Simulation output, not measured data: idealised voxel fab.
Presented below is a process module, voxel spacer lines.
The cross-section shown here is cut; it is 150 nm wide and divided into square cells measuring 5 nm on a side.
Format of a cross-section: grid, square cells. Given as bands. Order: top down. Band: one or more rows of cells. Heights first: top, then bottom, in nm. Then materials, left to right, each with a width in nm. "everywhere" on a single material: fills the band edge to edge. "empty": empty space. Height datum 0, below which the as-received substrate wafer is one material. Lowest band open at the bottom, running downward: "0 down". A width such as "30->40" changes by the same amount from each row of cells to the next, from the band's top row to its bottom row. The cross-section has no changed cell in any step marked "same as before". Enclosed voids (no open way to top), threshold 8 cells or more, entry "Encapsulated voids", notation width x height at distance, distance from left edge, nm. That trailing text on a step's line, after the settings, is the simulator's own remark on the step. When a step includes a mask, the "overlay nm" setting on its line states how far to the right of its planned place that mask lay, and negative values state how far to the left.

# Intended process steps
- 1: RECEIVE,material Si
- 2: CONFORMAL_DEP,material Al2O3,thk nm 5
- 3: DIRECTIONAL_DEP,material SiN,thk nm 20
- 4: DIRECTIONAL_DEP,material aC,thk nm 20
- 5: PATTERN,tone cover,mask id MANDREL,material resist,width nm 25,pitch nm 80,thk nm 30,overlay nm 0
- 6: DIRECTIONAL_ETCH,etch materials aC,depth nm 20
- 7: STRIP,etch materials resist
- 8: CONFORMAL_DEP,material SiO2,thk nm 15
- 9: DIRECTIONAL_ETCH,etch materials SiO2,depth nm 15
- 10: STRIP,etch materials aC
- 11: DIRECTIONAL_ETCH,etch materials SiN,depth nm 20
- 12: STRIP,etch materials SiO2

# As-received wafer cross-section (after step 1)
    0 down  Si everywhere
    Encapsulated voids: none

# First of two wafers: cross-section at end of module, run per plan
    25 to 5  5 nm empty  15 nm SiN  25 nm empty  15 nm SiN  25 nm empty  15 nm SiN  25 nm empty  15 nm SiN  10 nm empty
    5 to 0  Al2O3 everywhere
    0 down  Si everywhere
    Encapsulated voids: none

# Second wafer cross-section at end of module - shared start and plan with the first, one mistake in the run
    25 to 5  15 nm empty  15 nm SiN  25 nm empty  15 nm SiN  25 nm empty  15 nm SiN  25 nm empty  15 nm SiN
    5 to 0  Al2O3 everywhere
    0 down  Si everywhere
    Encapsulated voids: none
Run error: contrary to plan, step 5 was performed as PATTERN,tone cover,mask id MANDREL,material resist,width nm 25,pitch nm 80,thk nm 30,overlay nm 10
Comparing end states, the material composition by cell count is preserved from the first wafer to the second, while the locations of the cells are not.
